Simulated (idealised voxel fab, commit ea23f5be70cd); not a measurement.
Process module in this document: voxel tone inversion
In the cross-section labelled cut, the width is 255 nm and each square cell is 5 nm.
Bands, listed from the top down, are how a cross-section gets written in this document; the cross-section itself is a grid of square cells, and a band is one or more rows of them.
What a band's entry tells you: where the top is and where the bottom is, as heights in nm, and after that what lies inside, material by material from left to right, each with its width in nm. Empty space is written as the word "blank", and a single material marked with the word "full width" occupies the band from edge to edge.
For the purposes of this specification, 0 denotes the height below which the wafer in its as-received condition is composed wholly of one material, and the lowermost band, lacking a lower limit, extends downward without end, as expressed in "z 0 and below".
When a width is written as two numbers, as in "30 to 40", the first number is the width in the top row of cells of the band and the second is the width in its bottom row, and the width changes by the same amount from each row to the next.
Given "no alteration" for a step, no cell of the cross-section differs between before and after that step.
This entry, "Enclosed void inventory", enumerates those empty regions of no fewer than 8 cells that possess no open connection to the top. Each region is reported in the form width x height at distance, the distance being taken from the left edge, with all three quantities expressed in nm.
Anything after a step's settings on that line? It's the simulator's own note about the step.
A step's line can hold "overlay nm"; with a mask on that step, the setting says how far right of the planned place the mask lay, while a negative setting says it lay to the left.
The following list gives the planned process steps
1. RECEIVE [material Si]
2. CONFORMAL_DEP [material SiN] [thk nm 5]
3. DIRECTIONAL_DEP [material aC] [thk nm 25]
4. PATTERN [tone cover] [mask id POSTS] [material resist] [width nm 15] [pitch nm 35] [thk nm 35] [overlay nm 0]
5. DIRECTIONAL_ETCH [etch materials aC] [depth nm 25]
6. STRIP [etch materials resist]
7. FILL_DEP [material lowk] [thk nm 10]
8. CMP [height nm 30]
9. STRIP [etch materials aC]
10. CONFORMAL_DEP [material TiN] [thk nm 5]
11. FILL_DEP [material Cu] [thk nm 10]
12. CMP [height nm 30]
13. CONFORMAL_DEP [material SiN] [thk nm 5]
First of two wafers, with the run carried out as planned
Cross-section of the wafer at receipt, which is the condition after step 1
    z 0 and below | Si full width
    Enclosed void inventory: none
Sectional view: wafer, after step 2
    z 5 to 0 | SiN full width
    Under 0: no change, same as before.
Sectional view: wafer, after step 3
    z 30 to 5 | aC full width
    Under 5: no change, same as before.
Sectional view: wafer, after step 4
    z 65 to 30 | blank 100, resist 15, blank 20, resist 15, blank 105
    Under 30: no change, same as before.
Sectional view: wafer, after step 5
    z 40 to 30 | blank 100, resist 15, blank 20, resist 15, blank 105
    z 30 to 5 | blank 100, aC 15, blank 20, aC 15, blank 105
    Under 5: no change, same as before.
Sectional view: wafer, after step 6
    z 30 to 5 | blank 100, aC 15, blank 20, aC 15, blank 105
    Under 5: no change, same as before.
Sectional view: wafer, after step 7
    z 40 to 30 | lowk full width
    z 30 to 5 | lowk 100, aC 15, lowk 20, aC 15, lowk 105
    Under 5: no change, same as before.
Sectional view: wafer, after step 8
    z 30 to 5 | lowk 100, aC 15, lowk 20, aC 15, lowk 105
    Under 5: no change, same as before.
Sectional view: wafer, after step 9
    z 30 to 5 | lowk 100, blank 15, lowk 20, blank 15, lowk 105
    Under 5: no change, same as before.
Sectional view: wafer, after step 10
    z 35 to 30 | TiN 105, blank 5, TiN 30, blank 5, TiN 110
    z 30 to 10 | lowk 100, TiN 5, blank 5, TiN 5, lowk 20, TiN 5, blank 5, TiN 5, lowk 105
    z 10 to 5 | lowk 100, TiN 15, lowk 20, TiN 15, lowk 105
    Under 5: no change, same as before.
Sectional view: wafer, after step 11
    z 45 to 35 | Cu full width
    z 35 to 30 | TiN 105, Cu 5, TiN 30, Cu 5, TiN 110
    z 30 to 10 | lowk 100, TiN 5, Cu 5, TiN 5, lowk 20, TiN 5, Cu 5, TiN 5, lowk 105
    Under 10: no change, same as before.
Sectional view: wafer, after step 12
    z 30 to 10 | lowk 100, TiN 5, Cu 5, TiN 5, lowk 20, TiN 5, Cu 5, TiN 5, lowk 105
    Under 10: no change, same as before.
Sectional view: wafer, after step 13
    z 35 to 30 | SiN full width
    Under 30: no change, same as before.
Okay, second wafer. Nothing different at the start, nothing different in the plan, just one mistake somewhere in the running. As far as step 3, counting that step, it's the first wafer all over again
Cross-section of the second wafer corresponding to the planned conclusion of step 4
    z 65 to 30 | blank 105, resist 15, blank 20, resist 15, blank 100
    Under 30: no change, same as before.
Cross-section of the second wafer corresponding to the planned conclusion of step 5
    z 40 to 30 | blank 105, resist 15, blank 20, resist 15, blank 100
    z 30 to 5 | blank 105, aC 15, blank 20, aC 15, blank 100
    Under 5: no change, same as before.
Cross-section of the second wafer corresponding to the planned conclusion of step 6
    z 30 to 5 | blank 105, aC 15, blank 20, aC 15, blank 100
    Under 5: no change, same as before.
Cross-section of the second wafer corresponding to the planned conclusion of step 7
    z 40 to 30 | lowk full width
    z 30 to 5 | lowk 105, aC 15, lowk 20, aC 15, lowk 100
    Under 5: no change, same as before.
Cross-section of the second wafer corresponding to the planned conclusion of step 8
    z 30 to 5 | lowk 105, aC 15, lowk 20, aC 15, lowk 100
    Under 5: no change, same as before.
Cross-section of the second wafer corresponding to the planned conclusion of step 9
    z 30 to 5 | lowk 105, blank 15, lowk 20, blank 15, lowk 100
    Under 5: no change, same as before.
Cross-section of the second wafer corresponding to the planned conclusion of step 10
    z 35 to 30 | TiN 110, blank 5, TiN 30, blank 5, TiN 105
    z 30 to 10 | lowk 105, TiN 5, blank 5, TiN 5, lowk 20, TiN 5, blank 5, TiN 5, lowk 100
    z 10 to 5 | lowk 105, TiN 15, lowk 20, TiN 15, lowk 100
    Under 5: no change, same as before.
Cross-section of the second wafer corresponding to the planned conclusion of step 11
    z 45 to 35 | Cu full width
    z 35 to 30 | TiN 110, Cu 5, TiN 30, Cu 5, TiN 105
    z 30 to 10 | lowk 105, TiN 5, Cu 5, TiN 5, lowk 20, TiN 5, Cu 5, TiN 5, lowk 100
    Under 10: no change, same as before.
Cross-section of the second wafer corresponding to the planned conclusion of step 12
    z 30 to 10 | lowk 105, TiN 5, Cu 5, TiN 5, lowk 20, TiN 5, Cu 5, TiN 5, lowk 100
    Under 10: no change, same as before.
Cross-section of the second wafer corresponding to the planned conclusion of step 13
    z 35 to 30 | SiN full width
    Under 30: no change, same as before.
Deviation from plan: for step 4, the planned setting was not used; the step was instead run as PATTERN [tone cover] [mask id POSTS] [material resist] [width nm 15] [pitch nm 35] [thk nm 35] [overlay nm 5]
At the end, each material covers as many cells on the second wafer as it does on the first, though the cells it covers are elsewhere.
